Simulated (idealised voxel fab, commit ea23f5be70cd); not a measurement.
process module | voxel self aligned contacts
Square cells of 5 nm make up the cross-section cut, whose width is 245 nm.
Bands, listed from the top down, are how a cross-section gets written in this document; the cross-section itself is a grid of square cells, and a band is one or more rows of them.
Band: top height; bottom height; in nm. Then, left to right: material with width in nm, for each material. "everywhere": a single material spanning edge to edge. "blank": empty space.
The reference from which all heights are counted is 0, the level beneath which the as-received wafer is entirely one material; the lowest band, having no lower bound, proceeds downward and is written after the example "0 down".
Width "30 to 40": first value at the band's top row of cells, second value at its bottom row, equal change from row to row.
Step marked "everything unchanged"? Then no cell in the cross-section changed in it.
Reported under the label "Voids, sealed" are the empty spaces having no open way to the top and comprising 8 cells or more; the notation for each is width x height at distance, in which the distance is measured from the left edge and all three values are in nm.
Heads up: the bit after the settings on a step's line is the simulator's remark on that step.
Regarding "overlay nm": on a step with a mask, it is the distance the mask lay to the right of its planned place; a negative value places it to the left.
SO HERE'S THE LINEUP OF PROCESS STEPS WE PLANNED
- 1: op RECEIVE | material Si
- 2: op OXIDIZE | depth nm 5
- 3: op DIRECTIONAL_DEP | material polySi | thk nm 20
- 4: op DIRECTIONAL_DEP | material SiN | thk nm 20
- 5: op PATTERN | tone cover | mask id GATE | material resist | width nm 35 | pitch nm 60 | thk nm 20 | overlay nm 0
- 6: op DIRECTIONAL_ETCH | etch materials SiN | depth nm 20
- 7: op DIRECTIONAL_ETCH | etch materials polySi | depth nm 20
- 8: op STRIP | etch materials resist
- 9: op CONFORMAL_DEP | material SiN | thk nm 5
- 10: op DIRECTIONAL_ETCH | etch materials SiN | depth nm 5
- 11: op FILL_DEP | material SiO2 | thk nm 10
- 12: op CMP | height nm 45
- 13: op MASKED_ETCH | tone open | mask id CONTACT | width nm 45 | etch materials SiO2 | depth nm 50 | overlay nm 0
- 14: op CONFORMAL_DEP | material TiN | thk nm 5
- 15: op FILL_DEP | material W | thk nm 10
- 16: op CMP | height nm 45
- 17: op CONFORMAL_DEP | material SiN | thk nm 5
CROSS-SECTIONAL VIEW OF THE WAFER IN ITS AS-RECEIVED CONDITION, CORRESPONDING TO THE STATE AFTER STEP 1
* 0 down | Si everywhere
* Voids, sealed: none
FIGURE: CROSS-SECTIONAL VIEW OF THE WAFER UPON COMPLETION OF THE MODULE, PROCESSED FROM THE INITIAL STATE AND ACCORDING TO THE PLAN DEPICTED ABOVE, WITH ONE ERROR INTRODUCED DURING EXECUTION
* 50 to 45 | SiN everywhere
* 45 to 40 | W: 65 / TiN: 35 / SiO2: 45 / TiN: 35 / W: 65
* 40 to 20 | W: 65 / TiN: 5 / SiN: 45 / SiO2: 15 / SiN: 45 / TiN: 5 / W: 65
* 20 to 0 | W: 65 / TiN: 5 / SiN: 5 / polySi: 35 / SiN: 5 / SiO2: 15 / SiN: 5 / polySi: 35 / SiN: 5 / TiN: 5 / W: 65
* 0 to -5 | TiN: 70 / SiO2: 105 / TiN: 70
* -5 down | Si everywhere
* Voids, sealed: none
Nonconformance to the process plan: step 13 was run on a setting that differed from the plan, and what really ran there is op MASKED_ETCH | tone cover | mask id CONTACT | width nm 45 | etch materials SiO2 | depth nm 50 | overlay nm 0
